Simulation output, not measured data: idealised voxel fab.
Module name: voxel released beams (process module)
Pictured: cross-section cut, 260 nm wide, on a grid of 5 nm square cells.
When this document writes out a cross-section, it uses a grid of square cells and lists it as bands, beginning at the top and moving down, with a band standing for one or more rows of cells. This entry defines a band. It first specifies the height of the band's top and the height of its bottom in nm, and then specifies the band's materials from left to right, stating each material with its width in nm. The word "full width" identifies a single material that fills the band from edge to edge, while the word "empty" identifies empty space. Height is counted from the level 0, under which the received wafer is composed throughout of one material. The lowest of the bands is not closed at the bottom but continues downward, in the notation "0 -> down". Width: "30..40" (first number = top row, second number = bottom row, same change from row to row of cells). Step note "nothing altered" = no cross-section cell changed. In "Sealed voids" the enclosed voids are listed, meaning empty spaces of 8 cells or larger without any opening to the top. The form is width x height at distance, distance from the left edge, units nm. Note: text after step settings on the step line = simulator remark on that step. overlay nm: right-of-plan distance of the mask on a masked step; negative values mean left-of-plan.

Set out below are the planned steps of the process
step 1: RECEIVE, material Si
step 2: CONFORMAL_DEP, material SiN, thk nm 5
step 3: DIRECTIONAL_DEP, material SiO2, thk nm 20
step 4: DIRECTIONAL_DEP, material aC, thk nm 15
step 5: PATTERN, tone open, mask id ANCHOR, material resist, width nm 25, thk nm 30, overlay nm 0
step 6: DIRECTIONAL_ETCH, etch materials aC, depth nm 15
step 7: STRIP, etch materials resist
step 8: DIRECTIONAL_ETCH, etch materials SiO2, depth nm 20
step 9: STRIP, etch materials aC
step 10: CONFORMAL_DEP, material W, thk nm 10
step 11: PATTERN, tone cover, mask id BEAM, material resist, width nm 80, thk nm 15, overlay nm 0
step 12: DIRECTIONAL_ETCH, etch materials W, depth nm 10
step 13: STRIP, etch materials resist
step 14: STRIP, etch materials SiO2

The first of two wafers, run as planned

Received-state cross-section, reflecting completion of step 1
  0 -> down  Si full width
  Sealed voids: none

Sectional view: wafer, after step 2
  5 -> 0  SiN full width
  No changes below 0.

Sectional view: wafer, after step 3
  25 -> 5  SiO2 full width
  No changes below 5.

Sectional view: wafer, after step 4
  40 -> 25  aC full width
  No changes below 25.

Sectional view: wafer, after step 5
  70 -> 40  resist (90); empty (25); resist (145)
  No changes below 40.

Sectional view: wafer, after step 6
  55 -> 40  resist (90); empty (25); resist (145)
  40 -> 25  aC (90); empty (25); aC (145)
  No changes below 25.

Sectional view: wafer, after step 7
  40 -> 25  aC (90); empty (25); aC (145)
  No changes below 25.

Sectional view: wafer, after step 8
  40 -> 25  aC (90); empty (25); aC (145)
  25 -> 5  SiO2 (90); empty (25); SiO2 (145)
  No changes below 5.

Sectional view: wafer, after step 9
  25 -> 5  SiO2 (90); empty (25); SiO2 (145)
  No changes below 5.

Sectional view: wafer, after step 10
  35 -> 25  W (100); empty (5); W (155)
  25 -> 15  SiO2 (90); W (10); empty (5); W (10); SiO2 (145)
  15 -> 5  SiO2 (90); W (25); SiO2 (145)
  No changes below 5.

Sectional view: wafer, after step 11
  50 -> 35  empty (85); resist (80); empty (95)
  35 -> 25  W (100); resist (5); W (155)
  25 -> 15  SiO2 (90); W (10); resist (5); W (10); SiO2 (145)
  No changes below 15.

Sectional view: wafer, after step 12
  50 -> 35  empty (85); resist (80); empty (95)
  35 -> 25  empty (85); W (15); resist (5); W (60); empty (95)
  No changes below 25.

Sectional view: wafer, after step 13
  35 -> 25  empty (85); W (15); empty (5); W (60); empty (95)
  25 -> 15  SiO2 (90); W (10); empty (5); W (10); SiO2 (145)
  No changes below 15.

Sectional view: wafer, after step 14
  35 -> 25  empty (85); W (15); empty (5); W (60); empty (95)
  25 -> 15  empty (90); W (10); empty (5); W (10); empty (145)
  15 -> 5  empty (90); W (25); empty (145)
  No changes below 5.

Second wafer - shared start and plan with the first - one error in running - same as the first up to step 1 inclusive

Look at the second wafer in cross-section at the time step 2 ought to have finished
  20 -> 0  SiO2 full width
  No changes below 0.

Look at the second wafer in cross-section at the time step 3 ought to have finished
  25 -> 20  SiN full width
  No changes below 20.

Look at the second wafer in cross-section at the time step 4 ought to have finished
  40 -> 25  aC full width
  No changes below 25.

Look at the second wafer in cross-section at the time step 5 ought to have finished
  70 -> 40  resist (90); empty (25); resist (145)
  No changes below 40.

Look at the second wafer in cross-section at the time step 6 ought to have finished
  55 -> 40  resist (90); empty (25); resist (145)
  40 -> 25  aC (90); empty (25); aC (145)
  No changes below 25.

Look at the second wafer in cross-section at the time step 7 ought to have finished
  40 -> 25  aC (90); empty (25); aC (145)
  No changes below 25.

Look at the second wafer in cross-section at the time step 8 ought to have finished: nothing altered

Look at the second wafer in cross-section at the time step 9 ought to have finished
  25 -> 20  SiN full width
  No changes below 20.

Look at the second wafer in cross-section at the time step 10 ought to have finished
  35 -> 25  W full width
  No changes below 25.

Look at the second wafer in cross-section at the time step 11 ought to have finished
  50 -> 35  empty (85); resist (80); empty (95)
  No changes below 35.

Look at the second wafer in cross-section at the time step 12 ought to have finished
  50 -> 35  empty (85); resist (80); empty (95)
  35 -> 25  empty (85); W (80); empty (95)
  No changes below 25.

Look at the second wafer in cross-section at the time step 13 ought to have finished
  35 -> 25  empty (85); W (80); empty (95)
  No changes below 25.

Look at the second wafer in cross-section at the time step 14 ought to have finished: nothing altered
The plan and the run diverged here: steps 2 and 3 were swapped
End check, counted in cells, second wafer has more or fewer of these materials than the first: 208 more of SiO2 | 16 fewer of W
